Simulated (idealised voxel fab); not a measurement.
voxel ribs on slabs: a process module
Shown is cross-section cut, with a width of 240 nm and square cells of size 5 nm.
When this document writes out a cross-section, it uses a grid of square cells and lists it as bands, beginning at the top and moving down, with a band standing for one or more rows of cells.
Per band: top height and bottom height in nm, followed by the left-to-right materials and their widths in nm; "all across" marks a single material spanning edge to edge, "blank" marks empty space.
Below 0: as-received wafer, all one material; heights counted from there. Lowest band: no bottom, goes on down, written "0 nm and below".
The notation "30..40" denotes a width that varies across the rows of cells in the band, beginning at the first number in the top row, finishing at the second number in the bottom row, and changing by an identical amount from each row to the next.
Given "remained the same" for a step, no cell of the cross-section differs between before and after that step.
The list in "Closed cavities" covers empty spaces of 8 cells or more that cannot reach the top through any open way, and it gives each as width x height at distance; the distance is from the left edge, and width, height and distance are in nm.
On each step's line, the part that comes after the settings is the simulator's own comment on the step.
Each step line may optionally specify "overlay nm", which for a step with a mask gives the rightward distance between the mask's planned place and where it lay, a negative value indicating the leftward direction.

## This section lists the process steps that were planned
1 RECEIVE: material Si
2 DIRECTIONAL_DEP: material SiO2, thk nm 25
3 DIRECTIONAL_DEP: material polySi, thk nm 20
4 PATTERN: tone cover, mask id RIB, material resist, width nm 25, thk nm 15, overlay nm 0
5 DIRECTIONAL_ETCH: etch materials polySi, depth nm 5
6 STRIP: etch materials resist
7 PATTERN: tone cover, mask id SLAB, material resist, width nm 75, thk nm 20, overlay nm 0
8 DIRECTIONAL_ETCH: etch materials polySi, depth nm 15
9 STRIP: etch materials resist
10 FILL_DEP: material SiO2, thk nm 25
11 CMP: height nm 65
12 DIRECTIONAL_DEP: material TiN, thk nm 10
13 MASKED_ETCH: tone cover, mask id HEATER, width nm 35, etch materials TiN, depth nm 10, overlay nm 0
14 CONFORMAL_DEP: material SiO2, thk nm 5

## Received-state cross-section, reflecting completion of step 1
	0 nm and below  Si all across
	Closed cavities: none

## End-of-module XS, first of two wafers, run as planned
	80 nm to 75 nm  blank (95) / SiO2 (45) / blank (100)
	75 nm to 70 nm  blank (95) / SiO2 (5) / TiN (35) / SiO2 (5) / blank (100)
	70 nm to 65 nm  SiO2 (100) / TiN (35) / SiO2 (105)
	65 nm to 45 nm  SiO2 all across
	45 nm to 40 nm  SiO2 (105) / polySi (25) / SiO2 (110)
	40 nm to 25 nm  SiO2 (80) / polySi (75) / SiO2 (85)
	25 nm to 0 nm  SiO2 all across
	0 nm and below  Si all across
	Closed cavities: none

## So this is wafer number two of the two, cut at the end of the module - it started where the first did and had the same plan, we just got one thing wrong running it
	90 nm to 80 nm  blank (85) / SiO2 (65) / blank (90)
	80 nm to 75 nm  SiO2 all across
	75 nm to 65 nm  SiO2 (100) / TiN (35) / SiO2 (105)
	65 nm to 45 nm  SiO2 all across
	45 nm to 40 nm  SiO2 (105) / polySi (25) / SiO2 (110)
	40 nm to 25 nm  SiO2 (80) / polySi (75) / SiO2 (85)
	25 nm to 0 nm  SiO2 all across
	0 nm and below  Si all across
	Closed cavities: none
Diagnosis: note that step 14 departed from the planned setting and was carried out as CONFORMAL_DEP: material SiO2, thk nm 15
Once processing is complete, comparing cell counts shows that the second wafer has more or fewer of certain materials than the first: SiO2 +104
